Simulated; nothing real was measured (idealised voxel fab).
process module | voxel wiring stack
cross-section cut | 300 nm wide | cells 5 nm
A cross-section is a grid of square cells, given in bands from the top down. A band is one or more rows of cells.
Each band's line starts with the height of the band's top and of its bottom, in nm. Then come its materials from left to right, each with its width in nm. One material with "throughout" fills the band from edge to edge. "air" is empty space.
Height 0 is the level under which the wafer as received is all one material. The lowest band goes on downwards, as in "0 down".
A width such as "30 to 40" changes by the same amount from each row of cells to the next, from the band's top row to its bottom row.
"no change" after a step means that no cell of the cross-section changed.
closed voids: empty space of 8 cells or more with no open way to the top, each as width x height at its distance from the left edge, in nm
after a step's settings: what the simulator itself notes on the step
overlay nm, on a step with a mask: how far to the right of its planned place the mask lay; to the left if negative
plan
1 op RECEIVE | material Si
2 op CONFORMAL_DEP | material SiO2 | thk nm 10
3 op DIRECTIONAL_DEP | material TiN | thk nm 5
4 op DIRECTIONAL_DEP | material W | thk nm 20
5 op PATTERN | tone cover | mask id METAL_1 | material resist | width nm 30 | pitch nm 60 | thk nm 20 | overlay nm 0
6 op DIRECTIONAL_ETCH | etch materials W | depth nm 20
7 op DIRECTIONAL_ETCH | etch materials TiN | depth nm 5
8 op STRIP | etch materials resist
9 op CONFORMAL_DEP | material SiN | thk nm 5
10 op FILL_DEP | material SiO2 | thk nm 5
11 op CMP | height nm 35
12 op CONFORMAL_DEP | material SiCN | thk nm 5
13 op DIRECTIONAL_DEP | material SiO2 | thk nm 30
14 op MASKED_ETCH | tone open | mask id METAL_2_HOLES | width nm 15 | pitch nm 60 | etch materials SiO2 | depth nm 30 | overlay nm 0
15 op PATTERN | tone open | mask id METAL_2 | material resist | width nm 30 | pitch nm 60 | thk nm 15 | overlay nm 0
16 op DIRECTIONAL_ETCH | etch materials SiO2 | depth nm 15
17 op DIRECTIONAL_ETCH | etch materials SiCN | depth nm 5
18 op STRIP | etch materials resist
19 op CONFORMAL_DEP | material TiN | thk nm 5
20 op FILL_DEP | material Cu | thk nm 10
21 op CMP | height nm 70
22 op CONFORMAL_DEP | material SiCN | thk nm 5
as received, after step 1
  0 down: Si throughout
  closed voids: none
first wafer at the end, as planned
  75 to 70: SiCN throughout
  70 to 60: SiO2 75 | TiN 5 | Cu 20 | TiN 5 | SiO2 30 | TiN 5 | Cu 20 | TiN 5 | SiO2 30 | TiN 5 | Cu 20 | TiN 5 | SiO2 75
  60 to 55: SiO2 75 | TiN 5 | Cu 5 | TiN 20 | SiO2 30 | TiN 5 | Cu 5 | TiN 20 | SiO2 30 | TiN 5 | Cu 5 | TiN 20 | SiO2 75
  55 to 40: SiO2 75 | TiN 5 | Cu 5 | TiN 5 | SiO2 45 | TiN 5 | Cu 5 | TiN 5 | SiO2 45 | TiN 5 | Cu 5 | TiN 5 | SiO2 90
  40 to 35: SiCN 75 | TiN 15 | SiCN 45 | TiN 15 | SiCN 45 | TiN 15 | SiCN 90
  35 to 15: SiO2 70 | SiN 5 | W 30 | SiN 5 | SiO2 20 | SiN 5 | W 30 | SiN 5 | SiO2 20 | SiN 5 | W 30 | SiN 5 | SiO2 70
  15 to 10: SiN 75 | TiN 30 | SiN 30 | TiN 30 | SiN 30 | TiN 30 | SiN 75
  10 to 0: SiO2 throughout
  0 down: Si throughout
  closed voids: none
second wafer at the end: like start, like plan, one mistake
  75 to 70: SiCN throughout
  70 to 60: SiO2 75 | TiN 5 | Cu 20 | TiN 5 | SiO2 30 | TiN 5 | Cu 20 | TiN 5 | SiO2 30 | TiN 5 | Cu 20 | TiN 5 | SiO2 75
  60 to 55: SiO2 75 | TiN 5 | Cu 5 | TiN 20 | SiO2 30 | TiN 5 | Cu 5 | TiN 20 | SiO2 30 | TiN 5 | Cu 5 | TiN 20 | SiO2 75
  55 to 40: SiO2 75 | TiN 5 | Cu 5 | TiN 5 | SiO2 45 | TiN 5 | Cu 5 | TiN 5 | SiO2 45 | TiN 5 | Cu 5 | TiN 5 | SiO2 90
  40 to 35: SiCN 75 | TiN 15 | SiCN 45 | TiN 15 | SiCN 45 | TiN 15 | SiCN 90
  35 to 30: SiN 75 | TiN 30 | SiN 30 | TiN 30 | SiN 30 | TiN 30 | SiN 75
  30 to 10: W throughout
  10 to 0: SiO2 throughout
  0 down: Si throughout
  closed voids: none
what went wrong: steps 3 and 4 were swapped
at the end the second wafer has, in cells: 24 fewer of SiN | 144 fewer of SiO2 | 168 more of W
